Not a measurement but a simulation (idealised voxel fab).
The document below concerns the process module designated voxel tone inversion.
Cross-section cut spans 210 nm and uses square cells 5 nm in size.
Cross-section spec: square-cell grid; bands listed top down; each band is one or more rows. Band: top and bottom heights (nm) first, top before bottom; then materials from left to right, widths in nm. "edge to edge" marks a sole material filling the band edge to edge. "blank" denotes empty space. Zero point of the height axis is 0; under it, received wafer = one material. Lowest band: continues down indefinitely, "0 nm and below". A two-number width, for instance "30->40", indicates that the width is equal to the first number in the top row of the band and to the second number in the bottom row, and that it changes by a constant amount per row of cells. Reading "nothing got changed" for a step: not a cell of the cross-section changed in it. Entry "Closed void entries" = empty spaces >= 8 cells with no open way to the top; each as width x height at distance, distance from left edge, all nm. On each step's line, the part that comes after the settings is the simulator's own comment on the step. Steps that use a mask can have "overlay nm" on their line. It says how far the mask sat to the right of where it was meant to be. Negative means to the left.

THESE ARE THE STEPS WE PLANNED FOR THE PROCESS
1: RECEIVE (material Si)
2: CONFORMAL_DEP (material SiCN; thk nm 10)
3: DIRECTIONAL_DEP (material aC; thk nm 15)
4: PATTERN (tone cover; mask id POSTS; material resist; width nm 15; pitch nm 30; thk nm 25; overlay nm 0)
5: DIRECTIONAL_ETCH (etch materials aC; depth nm 15)
6: STRIP (etch materials resist)
7: FILL_DEP (material lowk; thk nm 10)
8: CMP (height nm 25)
9: STRIP (etch materials aC)

FIRST WAFER OUT OF TWO, PROCESSED AS PLANNED

THE CROSS-SECTION HERE SHOWS THE WAFER AS RECEIVED, I.E. IN ITS STATE AFTER STEP 1
    0 nm and below | Si edge to edge
    Closed void entries: none

CROSS-SECTION OF THE WAFER AFTER STEP 2
    10 nm to 0 nm | SiCN edge to edge
    Nothing below the height 0 has changed.

CROSS-SECTION OF THE WAFER AFTER STEP 3
    25 nm to 10 nm | aC edge to edge
    Nothing below the height 10 has changed.

CROSS-SECTION OF THE WAFER AFTER STEP 4
    50 nm to 25 nm | 80 nm blank; 15 nm resist; 15 nm blank; 15 nm resist; 85 nm blank
    Nothing below the height 25 has changed.

CROSS-SECTION OF THE WAFER AFTER STEP 5
    35 nm to 25 nm | 80 nm blank; 15 nm resist; 15 nm blank; 15 nm resist; 85 nm blank
    25 nm to 10 nm | 80 nm blank; 15 nm aC; 15 nm blank; 15 nm aC; 85 nm blank
    Nothing below the height 10 has changed.

CROSS-SECTION OF THE WAFER AFTER STEP 6
    25 nm to 10 nm | 80 nm blank; 15 nm aC; 15 nm blank; 15 nm aC; 85 nm blank
    Nothing below the height 10 has changed.

CROSS-SECTION OF THE WAFER AFTER STEP 7
    35 nm to 25 nm | lowk edge to edge
    25 nm to 10 nm | 80 nm lowk; 15 nm aC; 15 nm lowk; 15 nm aC; 85 nm lowk
    Nothing below the height 10 has changed.

CROSS-SECTION OF THE WAFER AFTER STEP 8
    25 nm to 10 nm | 80 nm lowk; 15 nm aC; 15 nm lowk; 15 nm aC; 85 nm lowk
    Nothing below the height 10 has changed.

CROSS-SECTION OF THE WAFER AFTER STEP 9
    25 nm to 10 nm | 80 nm lowk; 15 nm blank; 15 nm lowk; 15 nm blank; 85 nm lowk
    Nothing below the height 10 has changed.

SECOND WAFER, SAME STARTING STATE AND PLAN AS THE FIRST, ONE MISTAKE IN THE RUN, IDENTICAL THROUGH STEP 6

LOOK AT THE SECOND WAFER IN CROSS-SECTION AT THE TIME STEP 7 OUGHT TO HAVE FINISHED
    45 nm to 25 nm | lowk edge to edge
    25 nm to 10 nm | 80 nm lowk; 15 nm aC; 15 nm lowk; 15 nm aC; 85 nm lowk
    Nothing below the height 10 has changed.

LOOK AT THE SECOND WAFER IN CROSS-SECTION AT THE TIME STEP 8 OUGHT TO HAVE FINISHED
    25 nm to 10 nm | 80 nm lowk; 15 nm aC; 15 nm lowk; 15 nm aC; 85 nm lowk
    Nothing below the height 10 has changed.

LOOK AT THE SECOND WAFER IN CROSS-SECTION AT THE TIME STEP 9 OUGHT TO HAVE FINISHED
    25 nm to 10 nm | 80 nm lowk; 15 nm blank; 15 nm lowk; 15 nm blank; 85 nm lowk
    Nothing below the height 10 has changed.
What was done differently from what was planned? in the plan, step 7 was performed twice
It should be noted that the final cross-sections of the two wafers coincide, and the mistake therefore has no effect on the output of this model.
